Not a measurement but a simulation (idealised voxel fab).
Module name: voxel transistor to metal (process module)
It is cross-section cut that appears here, measuring 270 nm in width, its square cells being 5 nm in size.
Cross-section spec: square-cell grid; bands listed top down; each band is one or more rows. Read a band's entry like this: the first values are the height of its top and the height of its bottom in nm, and what follows is the sequence of materials from left to right, each with its width in nm. Note that "blank" is empty space, and that a single material marked "throughout" reaches across the band from edge to edge. Heights are measured from 0, the level below which the as-received wafer is all one material; the lowest band has no bottom and continues downward, written as in "top 0, no bottom". So if you see something like "30..40" for the width, read it as the top row of the band sitting at the first number and the bottom row at the second, with every row in between moving by the same amount as the last. The designation "left unchanged", where it is given for a processing step, indicates that no cell of the cross-section was altered in the course of that step. Basically, "Voids lacking openings" tells you about the enclosed voids: empty spaces with no open way to the top, 8 cells or bigger, each written width x height at distance, where distance is from the left edge, all in nm. after a step's settings: what the simulator itself notes on the step. Steps that use a mask can have "overlay nm" on their line. It says how far the mask sat to the right of where it was meant to be. Negative means to the left.

The planned process steps are enumerated hereunder
1) op RECEIVE | material Si
2) op CONFORMAL_DEP | material SiO2 | thk nm 5
3) op CONFORMAL_DEP | material SiN | thk nm 15
4) op DIRECTIONAL_DEP | material aC | thk nm 15
5) op PATTERN | tone cover | mask id ACTIVE | material resist | width nm 105 | pitch nm 135 | thk nm 30 | overlay nm 0
6) op DIRECTIONAL_ETCH | etch materials aC | depth nm 15
7) op STRIP | etch materials resist
8) op DIRECTIONAL_ETCH | etch materials SiN | depth nm 15
9) op DIRECTIONAL_ETCH | etch materials SiO2 | depth nm 5
10) op DIRECTIONAL_ETCH | etch materials Si | depth nm 25
11) op STRIP | etch materials aC
12) op OXIDIZE | depth nm 5
13) op FILL_DEP | material SiO2 | thk nm 5
14) op CMP | height nm 20
15) op SELECTIVE_ETCH | etch materials SiO2 | depth nm 5
16) op STRIP | etch materials SiN
17) op SELECTIVE_ETCH | etch materials SiO2 | depth nm 5
18) op OXIDIZE | depth nm 5
19) op DIRECTIONAL_DEP | material polySi | thk nm 20
20) op DIRECTIONAL_DEP | material SiCN | thk nm 10
21) op MASKED_ETCH | tone cover | mask id GATE | width nm 25 | pitch nm 135 | etch materials SiCN | depth nm 20 | overlay nm 0
22) op MASKED_ETCH | tone cover | mask id GATE | width nm 25 | pitch nm 135 | etch materials polySi | depth nm 30 | overlay nm 0
23) op CONFORMAL_DEP | material SiN | thk nm 5
24) op DIRECTIONAL_ETCH | etch materials SiN | depth nm 5
25) op DIRECTIONAL_ETCH | etch materials SiO2 | depth nm 5
26) op DIRECTIONAL_ETCH | etch materials Si | depth nm 10
27) op EPI | material pSi | thk nm 15
28) op FILL_DEP | material SiO2 | thk nm 10
29) op CMP | height nm 30
30) op DIRECTIONAL_DEP | material SiO2 | thk nm 10
31) op PATTERN | tone open | mask id CONTACT | material resist | width nm 25 | thk nm 20 | overlay nm 0
32) op DIRECTIONAL_ETCH | etch materials SiO2 | depth nm 40
33) op STRIP | etch materials resist
34) op CONFORMAL_DEP | material TiN | thk nm 5
35) op FILL_DEP | material Ru | thk nm 5
36) op CMP | height nm 40
37) op CONFORMAL_DEP | material SiN | thk nm 5
38) op DIRECTIONAL_DEP | material lowk | thk nm 25
39) op PATTERN | tone open | mask id METAL_1 | material resist | width nm 15 | thk nm 20 | overlay nm 0
40) op DIRECTIONAL_ETCH | etch materials lowk | depth nm 25
41) op DIRECTIONAL_ETCH | etch materials SiN | depth nm 5
42) op STRIP | etch materials resist
43) op CONFORMAL_DEP | material TiN | thk nm 5
44) op FILL_DEP | material Ru | thk nm 5
45) op CMP | height nm 70
46) op CONFORMAL_DEP | material SiCN | thk nm 5

Incoming wafer in cross-section (state: after step 1)
top 0, no bottom = Si throughout
Voids lacking openings: none

First of two wafers at the end of the module, shown in cross-section; run carried out as planned
top 75, bottom 70 = SiCN throughout
top 70, bottom 45 = 25 nm lowk, then 5 nm TiN, then 5 nm Ru, then 5 nm TiN, then 55 nm lowk, then 5 nm TiN, then 5 nm Ru, then 5 nm TiN, then 50 nm lowk, then 5 nm TiN, then 5 nm Ru, then 5 nm TiN, then 55 nm lowk, then 5 nm TiN, then 5 nm Ru, then 5 nm TiN, then 25 nm lowk
top 45, bottom 40 = 25 nm SiN, then 15 nm TiN, then 55 nm SiN, then 15 nm TiN, then 50 nm SiN, then 15 nm TiN, then 55 nm SiN, then 15 nm TiN, then 25 nm SiN
top 40, bottom 30 = 25 nm SiO2, then 5 nm TiN, then 15 nm Ru, then 5 nm TiN, then 35 nm SiO2, then 5 nm TiN, then 15 nm Ru, then 5 nm TiN, then 50 nm SiO2, then 5 nm TiN, then 15 nm Ru, then 5 nm TiN, then 35 nm SiO2, then 5 nm TiN, then 15 nm Ru, then 5 nm TiN, then 25 nm SiO2
top 30, bottom 20 = 25 nm SiO2, then 5 nm TiN, then 15 nm Ru, then 5 nm TiN, then 5 nm SiN, then 25 nm SiCN, then 5 nm SiN, then 5 nm TiN, then 15 nm Ru, then 5 nm TiN, then 50 nm SiO2, then 5 nm TiN, then 15 nm Ru, then 5 nm TiN, then 5 nm SiN, then 25 nm SiCN, then 5 nm SiN, then 5 nm TiN, then 15 nm Ru, then 5 nm TiN, then 25 nm SiO2
top 20, bottom 15 = 25 nm SiO2, then 5 nm TiN, then 15 nm Ru, then 5 nm TiN, then 5 nm SiN, then 25 nm polySi, then 5 nm SiN, then 5 nm TiN, then 15 nm Ru, then 5 nm TiN, then 50 nm SiO2, then 5 nm TiN, then 15 nm Ru, then 5 nm TiN, then 5 nm SiN, then 25 nm polySi, then 5 nm SiN, then 5 nm TiN, then 15 nm Ru, then 5 nm TiN, then 25 nm SiO2
top 15, bottom 10 = 25 nm SiO2, then 25 nm TiN, then 5 nm SiN, then 25 nm polySi, then 5 nm SiN, then 25 nm TiN, then 50 nm SiO2, then 25 nm TiN, then 5 nm SiN, then 25 nm polySi, then 5 nm SiN, then 25 nm TiN, then 25 nm SiO2
top 10, bottom 0 = 10 nm SiO2, then 5 nm SiN, then 10 nm SiO2, then 10 nm TiN, then 15 nm pSi, then 5 nm SiN, then 25 nm polySi, then 5 nm SiN, then 15 nm pSi, then 10 nm TiN, then 10 nm SiO2, then 5 nm SiN, then 20 nm SiO2, then 5 nm SiN, then 10 nm SiO2, then 10 nm TiN, then 15 nm pSi, then 5 nm SiN, then 25 nm polySi, then 5 nm SiN, then 15 nm pSi, then 10 nm TiN, then 10 nm SiO2, then 5 nm SiN, then 10 nm SiO2
top 0, bottom -5 = 15 nm SiO2, then 35 nm pSi, then 35 nm SiO2, then 35 nm pSi, then 30 nm SiO2, then 35 nm pSi, then 35 nm SiO2, then 35 nm pSi, then 15 nm SiO2
top -5, bottom -15 = 20 nm SiO2, then 30 nm pSi, then 35 nm Si, then 30 nm pSi, then 40 nm SiO2, then 30 nm pSi, then 35 nm Si, then 30 nm pSi, then 20 nm SiO2
top -15, bottom -30 = 20 nm SiO2, then 95 nm Si, then 40 nm SiO2, then 95 nm Si, then 20 nm SiO2
top -30, no bottom = Si throughout
Voids lacking openings: none

Cross-sectional image of the second wafer of the two following completion of the module. Starting state and process plan were the same as for the first wafer; one execution error occurred
top 75, bottom 70 = SiCN throughout
top 70, bottom 45 = 20 nm lowk, then 5 nm TiN, then 5 nm Ru, then 5 nm TiN, then 55 nm lowk, then 5 nm TiN, then 5 nm Ru, then 5 nm TiN, then 50 nm lowk, then 5 nm TiN, then 5 nm Ru, then 5 nm TiN, then 55 nm lowk, then 5 nm TiN, then 5 nm Ru, then 5 nm TiN, then 30 nm lowk
top 45, bottom 40 = 20 nm SiN, then 15 nm TiN, then 55 nm SiN, then 15 nm TiN, then 50 nm SiN, then 15 nm TiN, then 55 nm SiN, then 15 nm TiN, then 30 nm SiN
top 40, bottom 30 = 25 nm SiO2, then 5 nm TiN, then 15 nm Ru, then 5 nm TiN, then 35 nm SiO2, then 5 nm TiN, then 15 nm Ru, then 5 nm TiN, then 50 nm SiO2, then 5 nm TiN, then 15 nm Ru, then 5 nm TiN, then 35 nm SiO2, then 5 nm TiN, then 15 nm Ru, then 5 nm TiN, then 25 nm SiO2
top 30, bottom 20 = 25 nm SiO2, then 5 nm TiN, then 15 nm Ru, then 5 nm TiN, then 5 nm SiN, then 25 nm SiCN, then 5 nm SiN, then 5 nm TiN, then 15 nm Ru, then 5 nm TiN, then 50 nm SiO2, then 5 nm TiN, then 15 nm Ru, then 5 nm TiN, then 5 nm SiN, then 25 nm SiCN, then 5 nm SiN, then 5 nm TiN, then 15 nm Ru, then 5 nm TiN, then 25 nm SiO2
top 20, bottom 15 = 25 nm SiO2, then 5 nm TiN, then 15 nm Ru, then 5 nm TiN, then 5 nm SiN, then 25 nm polySi, then 5 nm SiN, then 5 nm TiN, then 15 nm Ru, then 5 nm TiN, then 50 nm SiO2, then 5 nm TiN, then 15 nm Ru, then 5 nm TiN, then 5 nm SiN, then 25 nm polySi, then 5 nm SiN, then 5 nm TiN, then 15 nm Ru, then 5 nm TiN, then 25 nm SiO2
top 15, bottom 10 = 25 nm SiO2, then 25 nm TiN, then 5 nm SiN, then 25 nm polySi, then 5 nm SiN, then 25 nm TiN, then 50 nm SiO2, then 25 nm TiN, then 5 nm SiN, then 25 nm polySi, then 5 nm SiN, then 25 nm TiN, then 25 nm SiO2
top 10, bottom 0 = 10 nm SiO2, then 5 nm SiN, then 10 nm SiO2, then 10 nm TiN, then 15 nm pSi, then 5 nm SiN, then 25 nm polySi, then 5 nm SiN, then 15 nm pSi, then 10 nm TiN, then 10 nm SiO2, then 5 nm SiN, then 20 nm SiO2, then 5 nm SiN, then 10 nm SiO2, then 10 nm TiN, then 15 nm pSi, then 5 nm SiN, then 25 nm polySi, then 5 nm SiN, then 15 nm pSi, then 10 nm TiN, then 10 nm SiO2, then 5 nm SiN, then 10 nm SiO2
top 0, bottom -5 = 15 nm SiO2, then 35 nm pSi, then 35 nm SiO2, then 35 nm pSi, then 30 nm SiO2, then 35 nm pSi, then 35 nm SiO2, then 35 nm pSi, then 15 nm SiO2
top -5, bottom -15 = 20 nm SiO2, then 30 nm pSi, then 35 nm Si, then 30 nm pSi, then 40 nm SiO2, then 30 nm pSi, then 35 nm Si, then 30 nm pSi, then 20 nm SiO2
top -15, bottom -30 = 20 nm SiO2, then 95 nm Si, then 40 nm SiO2, then 95 nm Si, then 20 nm SiO2
top -30, no bottom = Si throughout
Voids lacking openings: none
Short version of what went wrong: planned and actual differ for step 39; actual: op PATTERN | tone open | mask id METAL_1 | material resist | width nm 15 | thk nm 20 | overlay nm -5
The two final wafers agree on how many cells each material fills and disagree on which cells those are.
